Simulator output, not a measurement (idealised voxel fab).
process module | voxel double patterning
cross-section cut | 260 nm wide | cells 5 nm
A cross-section is a grid of square cells, given in bands from the top down. A band is one or more rows of cells.
Each band's line starts with the height of the band's top and of its bottom, in nm. Then come its materials from left to right, each with its width in nm. One material with "throughout" fills the band from edge to edge. "air" is empty space.
Height 0 is the level under which the wafer as received is all one material. The lowest band goes on downwards, as in "0 down".
A width such as "30 to 40" changes by the same amount from each row of cells to the next, from the band's top row to its bottom row.
"no change" after a step means that no cell of the cross-section changed.
closed voids: empty space of 8 cells or more with no open way to the top, each as width x height at its distance from the left edge, in nm
after a step's settings: what the simulator itself notes on the step
overlay nm, on a step with a mask: how far to the right of its planned place the mask lay; to the left if negative
plan
1 op RECEIVE | material Si
2 op CONFORMAL_DEP | material SiN | thk nm 5
3 op DIRECTIONAL_DEP | material SiO2 | thk nm 15
4 op DIRECTIONAL_DEP | material SiCN | thk nm 10
5 op MASKED_ETCH | tone open | mask id FIRST | width nm 15 | pitch nm 50 | etch materials SiCN | depth nm 10 | overlay nm 0
6 op DIRECTIONAL_DEP | material aC | thk nm 15
7 op PATTERN | tone open | mask id SECOND | material resist | width nm 15 | pitch nm 50 | thk nm 35 | overlay nm 0
8 op DIRECTIONAL_ETCH | etch materials aC | depth nm 15
9 op STRIP | etch materials resist
10 op DIRECTIONAL_ETCH | etch materials SiCN | depth nm 10
11 op STRIP | etch materials aC
12 op DIRECTIONAL_ETCH | etch materials SiO2 | depth nm 15
13 op STRIP | etch materials SiCN
as received, after step 1
  0 down: Si throughout
  closed voids: none
first wafer at the end, as planned
  20 to 5: SiO2 70 | air 15 | SiO2 10 | air 15 | SiO2 10 | air 15 | SiO2 10 | air 15 | SiO2 10 | air 15 | SiO2 75
  5 to 0: SiN throughout
  0 down: Si throughout
  closed voids: none
second wafer at the end: like start, like plan, one mistake
  20 to 15: SiO2 70 | air 15 | SiO2 10 | air 15 | SiO2 10 | air 15 | SiO2 10 | air 15 | SiO2 10 | air 15 | SiO2 75
  15 to 5: SiO2 throughout
  5 to 0: SiN throughout
  0 down: Si throughout
  closed voids: none
what went wrong: step 12 ran as: op DIRECTIONAL_ETCH | etch materials SiO2 | depth nm 5
at the end the second wafer has, in cells: 30 more of SiO2
